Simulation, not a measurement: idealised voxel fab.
process module | voxel fin reveal
cross-section cut | 165 nm wide | cells 5 nm
A cross-section is a grid of square cells, given in bands from the top down. A band is one or more rows of cells.
Each band's line starts with the height of the band's top and of its bottom, in nm. Then come its materials from left to right, each with its width in nm. One material with "throughout" fills the band from edge to edge. "air" is empty space.
Height 0 is the level under which the wafer as received is all one material. The lowest band goes on downwards, as in "0 down".
A width such as "30 to 40" changes by the same amount from each row of cells to the next, from the band's top row to its bottom row.
"no change" after a step means that no cell of the cross-section changed.
closed voids: empty space of 8 cells or more with no open way to the top, each as width x height at its distance from the left edge, in nm
after a step's settings: what the simulator itself notes on the step
overlay nm, on a step with a mask: how far to the right of its planned place the mask lay; to the left if negative
plan
1 op RECEIVE | material Si
2 op CONFORMAL_DEP | material SiN | thk nm 10
3 op PATTERN | tone cover | mask id FINS | material resist | width nm 15 | pitch nm 35 | thk nm 20 | overlay nm 0
4 op DIRECTIONAL_ETCH | etch materials SiN | depth nm 10
5 op DIRECTIONAL_ETCH | etch materials Si | depth nm 30
6 op STRIP | etch materials resist
7 op FILL_DEP | material SiO2 | thk nm 10
8 op CMP | height nm 10
9 op SELECTIVE_ETCH | etch materials SiO2 | depth nm 25
10 op STRIP | etch materials SiN
as received, after step 1
  0 down: Si throughout
  closed voids: none
a wafer at the end: this start, this plan, one mistake
  0 to -15: air 55 | Si 20 | air 15 | Si 20 | air 55
  -15 to -30: SiO2 55 | Si 20 | SiO2 15 | Si 20 | SiO2 55
  -30 down: Si throughout
  closed voids: none
what went wrong: step 3 ran as: op PATTERN | tone cover | mask id FINS | material resist | width nm 20 | pitch nm 35 | thk nm 20 | overlay nm 0
